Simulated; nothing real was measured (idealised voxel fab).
process module | voxel lift off
Square cells of 5 nm make up the cross-section cut, whose width is 175 nm.
How to read a cross-section here: the picture is a grid of square cells, written as bands going from the top down, and any band can span one or more rows of cells. In this notation a band is specified by the heights of its top and bottom, in that order and in nm, after which its materials appear from left to right, each paired with its width in nm. The word "full width" attached to a single material means that material fills the band from edge to edge; the word "blank" stands for empty space. Height datum 0, below which the as-received substrate wafer is one material. Lowest band open at the bottom, running downward: "from 0 down". Width: "30 to 40" (first number = top row, second number = bottom row, same change from row to row of cells). Key: "remained the same" - step with no changed cell in the cross-section. "Closed-off voids" specifies each empty space that is not open to the top and that occupies no fewer than 8 cells, using the form width x height at distance, the distance measured from the left edge and all three quantities in nm. Anything after a step's settings on that line? It's the simulator's own note about the step. overlay nm: mask offset rightward from planned place, masked step; negative means leftward offset.

### Planned process steps
1 RECEIVE with material Si
2 CONFORMAL_DEP with material SiN, thk nm 15
3 PATTERN with tone open, mask id LINES, material resist, width nm 15, pitch nm 35, thk nm 25, overlay nm 0
4 DIRECTIONAL_DEP with material Ru, thk nm 10
5 STRIP with etch materials resist
6 CONFORMAL_DEP with material SiCN, thk nm 10

### Cross-section, incoming material, after step 1
* from 0 down | Si full width
* Closed-off voids: none

### First of two wafers: cross-section at end of module, run per plan
* from 35 to 25 | blank=15  SiCN=140  blank=20
* from 25 to 15 | SiCN=25  Ru=15  SiCN=20  Ru=15  SiCN=20  Ru=15  SiCN=20  Ru=15  SiCN=30
* from 15 to 0 | SiN full width
* from 0 down | Si full width
* Closed-off voids: none

### second wafer at the end: like start, like plan, one mistake
* from 35 to 25 | SiCN full width
* from 25 to 15 | Ru=25  SiCN=15  Ru=20  SiCN=15  Ru=20  SiCN=15  Ru=20  SiCN=15  Ru=30
* from 15 to 0 | SiN full width
* from 0 down | Si full width
* Closed-off voids: none
The plan and the run diverged here: step 3 ran as: PATTERN with tone cover, mask id LINES, material resist, width nm 15, pitch nm 35, thk nm 25, overlay nm 0
Final tally in cells, some materials are higher or lower on the second wafer than on the first: Ru: 22 more; SiCN: 8 fewer
